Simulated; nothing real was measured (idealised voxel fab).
The process module that follows is named voxel ribs on slabs.
FYI the section here is cut, 260 nm wide, cells are 5 nm squares.
Heads up, the way a cross-section reads in here is a grid of square cells, handed over as bands from the top down, with every band being one or more rows of cells.
Band: top height; bottom height; in nm. Then, left to right: material with width in nm, for each material. "all across": a single material spanning edge to edge. "empty": empty space.
Where do heights start? At 0: under that level the wafer as delivered is made of one material only. And the lowest band has no floor; it just carries on downward, as in "0 and below".
Per-row width for "30 to 40": begins at first number (top row of band), ends at second number (bottom row), increment between rows held constant.
A step reported as "no change" is a step in which no cell of the cross-section changed.
"Trapped voids" means: voids of 8 cells or more that are shut off from the top with no open way through. Written width x height at distance, distance from the left edge, in nm.
If you see something after the settings on a step's line, that's the simulator's own remark about that step.
Among the settings permitted on a step's line is "overlay nm"; applied to a step with a mask, it specifies the extent to which the mask lay to the right of its planned position, whereas a negative figure signifies a position to the left.

# Steps planned for the process
| 1 | op RECEIVE | material Si |
| 2 | op DIRECTIONAL_DEP | material SiO2 | thk nm 20 |
| 3 | op DIRECTIONAL_DEP | material SiN | thk nm 15 |
| 4 | op DIRECTIONAL_DEP | material aC | thk nm 10 |
| 5 | op PATTERN | tone cover | mask id RIB | material resist | width nm 20 | thk nm 25 | overlay nm 0 |
| 6 | op DIRECTIONAL_ETCH | etch materials aC | depth nm 10 |
| 7 | op STRIP | etch materials resist |
| 8 | op DIRECTIONAL_ETCH | etch materials SiN | depth nm 10 |
| 9 | op STRIP | etch materials aC |
| 10 | op MASKED_ETCH | tone cover | mask id SLAB | width nm 70 | etch materials SiN | depth nm 5 | overlay nm 0 |
| 11 | op FILL_DEP | material SiO2 | thk nm 20 |
| 12 | op CMP | height nm 45 |
| 13 | op DIRECTIONAL_DEP | material TiN | thk nm 10 |
| 14 | op PATTERN | tone cover | mask id HEATER | material resist | width nm 30 | thk nm 15 | overlay nm 0 |
| 15 | op DIRECTIONAL_ETCH | etch materials TiN | depth nm 10 |
| 16 | op STRIP | etch materials resist |
| 17 | op CONFORMAL_DEP | material SiO2 | thk nm 10 |

# First of the two wafers, run per plan

# Cross-section of the wafer upon arrival, representing the state reached after step 1
> 0 and below = Si all across
> Trapped voids: none

# Upon completion of step 2, the wafer appears in cross-section as shown
> 20 down to 0 = SiO2 all across
> Heights below 0 show no change.

# Upon completion of step 3, the wafer appears in cross-section as shown
> 35 down to 20 = SiN all across
> Heights below 20 show no change.

# Upon completion of step 4, the wafer appears in cross-section as shown
> 45 down to 35 = aC all across
> Heights below 35 show no change.

# Upon completion of step 5, the wafer appears in cross-section as shown
> 70 down to 45 = 120 empty / 20 resist / 120 empty
> Heights below 45 show no change.

# Upon completion of step 6, the wafer appears in cross-section as shown
> 60 down to 45 = 120 empty / 20 resist / 120 empty
> 45 down to 35 = 120 empty / 20 aC / 120 empty
> Heights below 35 show no change.

# Upon completion of step 7, the wafer appears in cross-section as shown
> 45 down to 35 = 120 empty / 20 aC / 120 empty
> Heights below 35 show no change.

# Upon completion of step 8, the wafer appears in cross-section as shown
> 45 down to 35 = 120 empty / 20 aC / 120 empty
> 35 down to 25 = 120 empty / 20 SiN / 120 empty
> Heights below 25 show no change.

# Upon completion of step 9, the wafer appears in cross-section as shown
> 35 down to 25 = 120 empty / 20 SiN / 120 empty
> Heights below 25 show no change.

# Upon completion of step 10, the wafer appears in cross-section as shown
> 35 down to 25 = 120 empty / 20 SiN / 120 empty
> 25 down to 20 = 95 empty / 70 SiN / 95 empty
> Heights below 20 show no change.

# Upon completion of step 11, the wafer appears in cross-section as shown
> 55 down to 35 = SiO2 all across
> 35 down to 25 = 120 SiO2 / 20 SiN / 120 SiO2
> 25 down to 20 = 95 SiO2 / 70 SiN / 95 SiO2
> Heights below 20 show no change.

# Upon completion of step 12, the wafer appears in cross-section as shown
> 45 down to 35 = SiO2 all across
> Heights below 35 show no change.

# Upon completion of step 13, the wafer appears in cross-section as shown
> 55 down to 45 = TiN all across
> Heights below 45 show no change.

# Upon completion of step 14, the wafer appears in cross-section as shown
> 70 down to 55 = 115 empty / 30 resist / 115 empty
> Heights below 55 show no change.

# Upon completion of step 15, the wafer appears in cross-section as shown
> 70 down to 55 = 115 empty / 30 resist / 115 empty
> 55 down to 45 = 115 empty / 30 TiN / 115 empty
> Heights below 45 show no change.

# Upon completion of step 16, the wafer appears in cross-section as shown
> 55 down to 45 = 115 empty / 30 TiN / 115 empty
> Heights below 45 show no change.

# Upon completion of step 17, the wafer appears in cross-section as shown
> 65 down to 55 = 105 empty / 50 SiO2 / 105 empty
> 55 down to 45 = 115 SiO2 / 30 TiN / 115 SiO2
> Heights below 45 show no change.

# Wafer two of the pair: same origin, same plan, one error during the run; identical to wafer one up to and including step 4

# X-section, second wafer, when step 5 was due to finish
> 70 down to 45 = 125 empty / 20 resist / 115 empty
> Heights below 45 show no change.

# X-section, second wafer, when step 6 was due to finish
> 60 down to 45 = 125 empty / 20 resist / 115 empty
> 45 down to 35 = 125 empty / 20 aC / 115 empty
> Heights below 35 show no change.

# X-section, second wafer, when step 7 was due to finish
> 45 down to 35 = 125 empty / 20 aC / 115 empty
> Heights below 35 show no change.

# X-section, second wafer, when step 8 was due to finish
> 45 down to 35 = 125 empty / 20 aC / 115 empty
> 35 down to 25 = 125 empty / 20 SiN / 115 empty
> Heights below 25 show no change.

# X-section, second wafer, when step 9 was due to finish
> 35 down to 25 = 125 empty / 20 SiN / 115 empty
> Heights below 25 show no change.

# X-section, second wafer, when step 10 was due to finish
> 35 down to 25 = 125 empty / 20 SiN / 115 empty
> 25 down to 20 = 95 empty / 70 SiN / 95 empty
> Heights below 20 show no change.

# X-section, second wafer, when step 11 was due to finish
> 55 down to 35 = SiO2 all across
> 35 down to 25 = 125 SiO2 / 20 SiN / 115 SiO2
> 25 down to 20 = 95 SiO2 / 70 SiN / 95 SiO2
> Heights below 20 show no change.

# X-section, second wafer, when step 12 was due to finish
> 45 down to 35 = SiO2 all across
> Heights below 35 show no change.

# X-section, second wafer, when step 13 was due to finish
> 55 down to 45 = TiN all across
> Heights below 45 show no change.

# X-section, second wafer, when step 14 was due to finish
> 70 down to 55 = 115 empty / 30 resist / 115 empty
> Heights below 55 show no change.

# X-section, second wafer, when step 15 was due to finish
> 70 down to 55 = 115 empty / 30 resist / 115 empty
> 55 down to 45 = 115 empty / 30 TiN / 115 empty
> Heights below 45 show no change.

# X-section, second wafer, when step 16 was due to finish
> 55 down to 45 = 115 empty / 30 TiN / 115 empty
> Heights below 45 show no change.

# X-section, second wafer, when step 17 was due to finish
> 65 down to 55 = 105 empty / 50 SiO2 / 105 empty
> 55 down to 45 = 115 SiO2 / 30 TiN / 115 SiO2
> Heights below 45 show no change.
What was the processing mistake? heads up, step 5 didn't go per plan, it actually ran as op PATTERN | tone cover | mask id RIB | material resist | width nm 20 | thk nm 25 | overlay nm 5
At the end, each material covers as many cells on the second wafer as it does on the first, though the cells it covers are elsewhere.
